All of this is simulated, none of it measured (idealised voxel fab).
This is a process module. Its name is voxel self aligned contacts.
This is section cut - it's 220 nm across, gridded in 5 nm square cells.
Cross-section = grid of square cells, listed top down in bands; band = one or more rows. Per band: top height and bottom height in nm, followed by the left-to-right materials and their widths in nm; "edge to edge" marks a single material spanning edge to edge, "air" marks empty space. For the purposes of this specification, 0 denotes the height below which the wafer in its as-received condition is composed wholly of one material, and the lowermost band, lacking a lower limit, extends downward without end, as expressed in "z 0 and below". A two-number width, for instance "30 to 40", indicates that the width is equal to the first number in the top row of the band and to the second number in the bottom row, and that it changes by a constant amount per row of cells. Given "no modifications" for a step, no cell of the cross-section differs between before and after that step. Empty spaces counting at least 8 cells and having no open way to the top are listed in "Voids lacking openings". The notation width x height at distance is used for each, the distance being from the left edge and all three values in nm. Where a step's line continues beyond its settings, the continuation is a remark by the simulator itself on that step. You can add "overlay nm" to a step's line. For a step with a mask, it describes how far the mask lay to the right of its planned position, and a negative number describes a lay to the left.

### Process steps (planned)
1: RECEIVE,material Si
2: CONFORMAL_DEP,material SiO2,thk nm 5
3: DIRECTIONAL_DEP,material polySi,thk nm 25
4: DIRECTIONAL_DEP,material SiN,thk nm 15
5: PATTERN,tone cover,mask id GATE,material resist,width nm 35,pitch nm 70,thk nm 20,overlay nm 0
6: DIRECTIONAL_ETCH,etch materials SiN,depth nm 15
7: DIRECTIONAL_ETCH,etch materials polySi,depth nm 25
8: STRIP,etch materials resist
9: CONFORMAL_DEP,material SiN,thk nm 5
10: DIRECTIONAL_ETCH,etch materials SiN,depth nm 5
11: FILL_DEP,material SiO2,thk nm 10
12: CMP,height nm 50
13: DIRECTIONAL_DEP,material aC,thk nm 10
14: PATTERN,tone open,mask id CONTACT,material resist,width nm 55,pitch nm 70,thk nm 30,overlay nm 0
15: DIRECTIONAL_ETCH,etch materials aC,depth nm 10
16: STRIP,etch materials resist
17: DIRECTIONAL_ETCH,etch materials SiO2,depth nm 50
18: STRIP,etch materials aC
19: CONFORMAL_DEP,material TiN,thk nm 5
20: FILL_DEP,material Ru,thk nm 10
21: CMP,height nm 50
22: CONFORMAL_DEP,material SiCN,thk nm 5

### What follows covers the first of two wafers; it ran as planned

### Wafer at receipt (post step 1), cross-section
  z 0 and below  Si edge to edge
  Voids lacking openings: none

### The wafer in cross-section once step 2 is complete
  z 5 to 0  SiO2 edge to edge
  Note: structure below 0 unchanged.

### The wafer in cross-section once step 3 is complete
  z 30 to 5  polySi edge to edge
  Note: structure below 5 unchanged.

### The wafer in cross-section once step 4 is complete
  z 45 to 30  SiN edge to edge
  Note: structure below 30 unchanged.

### The wafer in cross-section once step 5 is complete
  z 65 to 45  20 of air, 35 of resist, 35 of air, 35 of resist, 35 of air, 35 of resist, 25 of air
  Note: structure below 45 unchanged.

### The wafer in cross-section once step 6 is complete
  z 65 to 45  20 of air, 35 of resist, 35 of air, 35 of resist, 35 of air, 35 of resist, 25 of air
  z 45 to 30  20 of air, 35 of SiN, 35 of air, 35 of SiN, 35 of air, 35 of SiN, 25 of air
  Note: structure below 30 unchanged.

### The wafer in cross-section once step 7 is complete
  z 65 to 45  20 of air, 35 of resist, 35 of air, 35 of resist, 35 of air, 35 of resist, 25 of air
  z 45 to 30  20 of air, 35 of SiN, 35 of air, 35 of SiN, 35 of air, 35 of SiN, 25 of air
  z 30 to 5  20 of air, 35 of polySi, 35 of air, 35 of polySi, 35 of air, 35 of polySi, 25 of air
  Note: structure below 5 unchanged.

### The wafer in cross-section once step 8 is complete
  z 45 to 30  20 of air, 35 of SiN, 35 of air, 35 of SiN, 35 of air, 35 of SiN, 25 of air
  Note: structure below 30 unchanged.

### The wafer in cross-section once step 9 is complete
  z 50 to 30  15 of air, 45 of SiN, 25 of air, 45 of SiN, 25 of air, 45 of SiN, 20 of air
  z 30 to 10  15 of air, 5 of SiN, 35 of polySi, 5 of SiN, 25 of air, 5 of SiN, 35 of polySi, 5 of SiN, 25 of air, 5 of SiN, 35 of polySi, 5 of SiN, 20 of air
  z 10 to 5  20 of SiN, 35 of polySi, 35 of SiN, 35 of polySi, 35 of SiN, 35 of polySi, 25 of SiN
  Note: structure below 5 unchanged.

### The wafer in cross-section once step 10 is complete
  z 45 to 30  15 of air, 45 of SiN, 25 of air, 45 of SiN, 25 of air, 45 of SiN, 20 of air
  z 30 to 5  15 of air, 5 of SiN, 35 of polySi, 5 of SiN, 25 of air, 5 of SiN, 35 of polySi, 5 of SiN, 25 of air, 5 of SiN, 35 of polySi, 5 of SiN, 20 of air
  Note: structure below 5 unchanged.

### The wafer in cross-section once step 11 is complete
  z 55 to 45  SiO2 edge to edge
  z 45 to 30  15 of SiO2, 45 of SiN, 25 of SiO2, 45 of SiN, 25 of SiO2, 45 of SiN, 20 of SiO2
  z 30 to 5  15 of SiO2, 5 of SiN, 35 of polySi, 5 of SiN, 25 of SiO2, 5 of SiN, 35 of polySi, 5 of SiN, 25 of SiO2, 5 of SiN, 35 of polySi, 5 of SiN, 20 of SiO2
  Note: structure below 5 unchanged.

### The wafer in cross-section once step 12 is complete
  z 50 to 45  SiO2 edge to edge
  Note: structure below 45 unchanged.

### The wafer in cross-section once step 13 is complete
  z 60 to 50  aC edge to edge
  Note: structure below 50 unchanged.

### The wafer in cross-section once step 14 is complete
  z 90 to 60  45 of resist, 55 of air, 15 of resist, 55 of air, 50 of resist
  Note: structure below 60 unchanged.

### The wafer in cross-section once step 15 is complete
  z 80 to 60  45 of resist, 55 of air, 15 of resist, 55 of air, 50 of resist
  z 60 to 50  45 of aC, 55 of air, 15 of aC, 55 of air, 50 of aC
  Note: structure below 50 unchanged.

### The wafer in cross-section once step 16 is complete
  z 60 to 50  45 of aC, 55 of air, 15 of aC, 55 of air, 50 of aC
  Note: structure below 50 unchanged.

### The wafer in cross-section once step 17 is complete
  z 60 to 50  45 of aC, 55 of air, 15 of aC, 55 of air, 50 of aC
  z 50 to 45  45 of SiO2, 55 of air, 15 of SiO2, 55 of air, 50 of SiO2
  z 45 to 30  15 of SiO2, 45 of SiN, 25 of air, 45 of SiN, 25 of air, 45 of SiN, 20 of SiO2
  z 30 to 5  15 of SiO2, 5 of SiN, 35 of polySi, 5 of SiN, 25 of air, 5 of SiN, 35 of polySi, 5 of SiN, 25 of air, 5 of SiN, 35 of polySi, 5 of SiN, 20 of SiO2
  z 5 to 0  60 of SiO2, 25 of air, 45 of SiO2, 25 of air, 65 of SiO2
  Note: structure below 0 unchanged.

### The wafer in cross-section once step 18 is complete
  z 50 to 45  45 of SiO2, 55 of air, 15 of SiO2, 55 of air, 50 of SiO2
  Note: structure below 45 unchanged.

### The wafer in cross-section once step 19 is complete
  z 55 to 50  50 of TiN, 45 of air, 25 of TiN, 45 of air, 55 of TiN
  z 50 to 45  45 of SiO2, 20 of TiN, 15 of air, 20 of TiN, 15 of SiO2, 20 of TiN, 15 of air, 20 of TiN, 50 of SiO2
  z 45 to 30  15 of SiO2, 45 of SiN, 5 of TiN, 15 of air, 5 of TiN, 45 of SiN, 5 of TiN, 15 of air, 5 of TiN, 45 of SiN, 20 of SiO2
  z 30 to 5  15 of SiO2, 5 of SiN, 35 of polySi, 5 of SiN, 5 of TiN, 15 of air, 5 of TiN, 5 of SiN, 35 of polySi, 5 of SiN, 5 of TiN, 15 of air, 5 of TiN, 5 of SiN, 35 of polySi, 5 of SiN, 20 of SiO2
  z 5 to 0  60 of SiO2, 25 of TiN, 45 of SiO2, 25 of TiN, 65 of SiO2
  Note: structure below 0 unchanged.

### The wafer in cross-section once step 20 is complete
  z 65 to 55  Ru edge to edge
  z 55 to 50  50 of TiN, 45 of Ru, 25 of TiN, 45 of Ru, 55 of TiN
  z 50 to 45  45 of SiO2, 20 of TiN, 15 of Ru, 20 of TiN, 15 of SiO2, 20 of TiN, 15 of Ru, 20 of TiN, 50 of SiO2
  z 45 to 30  15 of SiO2, 45 of SiN, 5 of TiN, 15 of Ru, 5 of TiN, 45 of SiN, 5 of TiN, 15 of Ru, 5 of TiN, 45 of SiN, 20 of SiO2
  z 30 to 5  15 of SiO2, 5 of SiN, 35 of polySi, 5 of SiN, 5 of TiN, 15 of Ru, 5 of TiN, 5 of SiN, 35 of polySi, 5 of SiN, 5 of TiN, 15 of Ru, 5 of TiN, 5 of SiN, 35 of polySi, 5 of SiN, 20 of SiO2
  Note: structure below 5 unchanged.

### The wafer in cross-section once step 21 is complete
  z 50 to 45  45 of SiO2, 20 of TiN, 15 of Ru, 20 of TiN, 15 of SiO2, 20 of TiN, 15 of Ru, 20 of TiN, 50 of SiO2
  Note: structure below 45 unchanged.

### The wafer in cross-section once step 22 is complete
  z 55 to 50  SiCN edge to edge
  Note: structure below 50 unchanged.

### Companion wafer, the second of two: same beginning, same intended sequence, one mistake in carrying it out; through step 2 inclusive it tracks the first exactly

### Here is the second wafer in cross-section at the point where step 3 of the plan should have been done
  z 55 to 5  polySi edge to edge
  Note: structure below 5 unchanged.

### Here is the second wafer in cross-section at the point where step 4 of the plan should have been done
  z 70 to 55  SiN edge to edge
  Note: structure below 55 unchanged.

### Here is the second wafer in cross-section at the point where step 5 of the plan should have been done
  z 90 to 70  20 of air, 35 of resist, 35 of air, 35 of resist, 35 of air, 35 of resist, 25 of air
  Note: structure below 70 unchanged.

### Here is the second wafer in cross-section at the point where step 6 of the plan should have been done
  z 90 to 70  20 of air, 35 of resist, 35 of air, 35 of resist, 35 of air, 35 of resist, 25 of air
  z 70 to 55  20 of air, 35 of SiN, 35 of air, 35 of SiN, 35 of air, 35 of SiN, 25 of air
  Note: structure below 55 unchanged.

### Here is the second wafer in cross-section at the point where step 7 of the plan should have been done
  z 90 to 70  20 of air, 35 of resist, 35 of air, 35 of resist, 35 of air, 35 of resist, 25 of air
  z 70 to 55  20 of air, 35 of SiN, 35 of air, 35 of SiN, 35 of air, 35 of SiN, 25 of air
  z 55 to 30  20 of air, 35 of polySi, 35 of air, 35 of polySi, 35 of air, 35 of polySi, 25 of air
  Note: structure below 30 unchanged.

### Here is the second wafer in cross-section at the point where step 8 of the plan should have been done
  z 70 to 55  20 of air, 35 of SiN, 35 of air, 35 of SiN, 35 of air, 35 of SiN, 25 of air
  Note: structure below 55 unchanged.

### Here is the second wafer in cross-section at the point where step 9 of the plan should have been done
  z 75 to 55  15 of air, 45 of SiN, 25 of air, 45 of SiN, 25 of air, 45 of SiN, 20 of air
  z 55 to 35  15 of air, 5 of SiN, 35 of polySi, 5 of SiN, 25 of air, 5 of SiN, 35 of polySi, 5 of SiN, 25 of air, 5 of SiN, 35 of polySi, 5 of SiN, 20 of air
  z 35 to 30  20 of SiN, 35 of polySi, 35 of SiN, 35 of polySi, 35 of SiN, 35 of polySi, 25 of SiN
  Note: structure below 30 unchanged.

### Here is the second wafer in cross-section at the point where step 10 of the plan should have been done
  z 70 to 55  15 of air, 45 of SiN, 25 of air, 45 of SiN, 25 of air, 45 of SiN, 20 of air
  z 55 to 30  15 of air, 5 of SiN, 35 of polySi, 5 of SiN, 25 of air, 5 of SiN, 35 of polySi, 5 of SiN, 25 of air, 5 of SiN, 35 of polySi, 5 of SiN, 20 of air
  Note: structure below 30 unchanged.

### Here is the second wafer in cross-section at the point where step 11 of the plan should have been done
  z 80 to 70  SiO2 edge to edge
  z 70 to 55  15 of SiO2, 45 of SiN, 25 of SiO2, 45 of SiN, 25 of SiO2, 45 of SiN, 20 of SiO2
  z 55 to 30  15 of SiO2, 5 of SiN, 35 of polySi, 5 of SiN, 25 of SiO2, 5 of SiN, 35 of polySi, 5 of SiN, 25 of SiO2, 5 of SiN, 35 of polySi, 5 of SiN, 20 of SiO2
  Note: structure below 30 unchanged.

### Here is the second wafer in cross-section at the point where step 12 of the plan should have been done
  z 50 to 30  15 of SiO2, 5 of SiN, 35 of polySi, 5 of SiN, 25 of SiO2, 5 of SiN, 35 of polySi, 5 of SiN, 25 of SiO2, 5 of SiN, 35 of polySi, 5 of SiN, 20 of SiO2
  Note: structure below 30 unchanged.

### Here is the second wafer in cross-section at the point where step 13 of the plan should have been done
  z 60 to 50  aC edge to edge
  Note: structure below 50 unchanged.

### Here is the second wafer in cross-section at the point where step 14 of the plan should have been done
  z 90 to 60  45 of resist, 55 of air, 15 of resist, 55 of air, 50 of resist
  Note: structure below 60 unchanged.

### Here is the second wafer in cross-section at the point where step 15 of the plan should have been done
  z 80 to 60  45 of resist, 55 of air, 15 of resist, 55 of air, 50 of resist
  z 60 to 50  45 of aC, 55 of air, 15 of aC, 55 of air, 50 of aC
  Note: structure below 50 unchanged.

### Here is the second wafer in cross-section at the point where step 16 of the plan should have been done
  z 60 to 50  45 of aC, 55 of air, 15 of aC, 55 of air, 50 of aC
  Note: structure below 50 unchanged.

### Here is the second wafer in cross-section at the point where step 17 of the plan should have been done
  z 60 to 50  45 of aC, 55 of air, 15 of aC, 55 of air, 50 of aC
  z 50 to 30  15 of SiO2, 5 of SiN, 35 of polySi, 5 of SiN, 25 of air, 5 of SiN, 35 of polySi, 5 of SiN, 25 of air, 5 of SiN, 35 of polySi, 5 of SiN, 20 of SiO2
  Note: structure below 30 unchanged.

### Here is the second wafer in cross-section at the point where step 18 of the plan should have been done
  z 50 to 30  15 of SiO2, 5 of SiN, 35 of polySi, 5 of SiN, 25 of air, 5 of SiN, 35 of polySi, 5 of SiN, 25 of air, 5 of SiN, 35 of polySi, 5 of SiN, 20 of SiO2
  Note: structure below 30 unchanged.

### Here is the second wafer in cross-section at the point where step 19 of the plan should have been done
  z 55 to 50  65 of TiN, 15 of air, 55 of TiN, 15 of air, 70 of TiN
  z 50 to 35  15 of SiO2, 5 of SiN, 35 of polySi, 5 of SiN, 5 of TiN, 15 of air, 5 of TiN, 5 of SiN, 35 of polySi, 5 of SiN, 5 of TiN, 15 of air, 5 of TiN, 5 of SiN, 35 of polySi, 5 of SiN, 20 of SiO2
  z 35 to 30  15 of SiO2, 5 of SiN, 35 of polySi, 5 of SiN, 25 of TiN, 5 of SiN, 35 of polySi, 5 of SiN, 25 of TiN, 5 of SiN, 35 of polySi, 5 of SiN, 20 of SiO2
  Note: structure below 30 unchanged.

### Here is the second wafer in cross-section at the point where step 20 of the plan should have been done
  z 65 to 55  Ru edge to edge
  z 55 to 50  65 of TiN, 15 of Ru, 55 of TiN, 15 of Ru, 70 of TiN
  z 50 to 35  15 of SiO2, 5 of SiN, 35 of polySi, 5 of SiN, 5 of TiN, 15 of Ru, 5 of TiN, 5 of SiN, 35 of polySi, 5 of SiN, 5 of TiN, 15 of Ru, 5 of TiN, 5 of SiN, 35 of polySi, 5 of SiN, 20 of SiO2
  Note: structure below 35 unchanged.

### Here is the second wafer in cross-section at the point where step 21 of the plan should have been done
  z 50 to 35  15 of SiO2, 5 of SiN, 35 of polySi, 5 of SiN, 5 of TiN, 15 of Ru, 5 of TiN, 5 of SiN, 35 of polySi, 5 of SiN, 5 of TiN, 15 of Ru, 5 of TiN, 5 of SiN, 35 of polySi, 5 of SiN, 20 of SiO2
  Note: structure below 35 unchanged.

### Here is the second wafer in cross-section at the point where step 22 of the plan should have been done
  z 55 to 50  SiCN edge to edge
  Note: structure below 50 unchanged.
Diagnosis: regarding the plan, step 3 was run twice
Once processing is complete, comparing cell counts shows that the second wafer has more or fewer of certain materials than the first: 36 fewer of Ru; 87 fewer of SiN; 40 fewer of SiO2; 36 fewer of TiN; 199 more of polySi
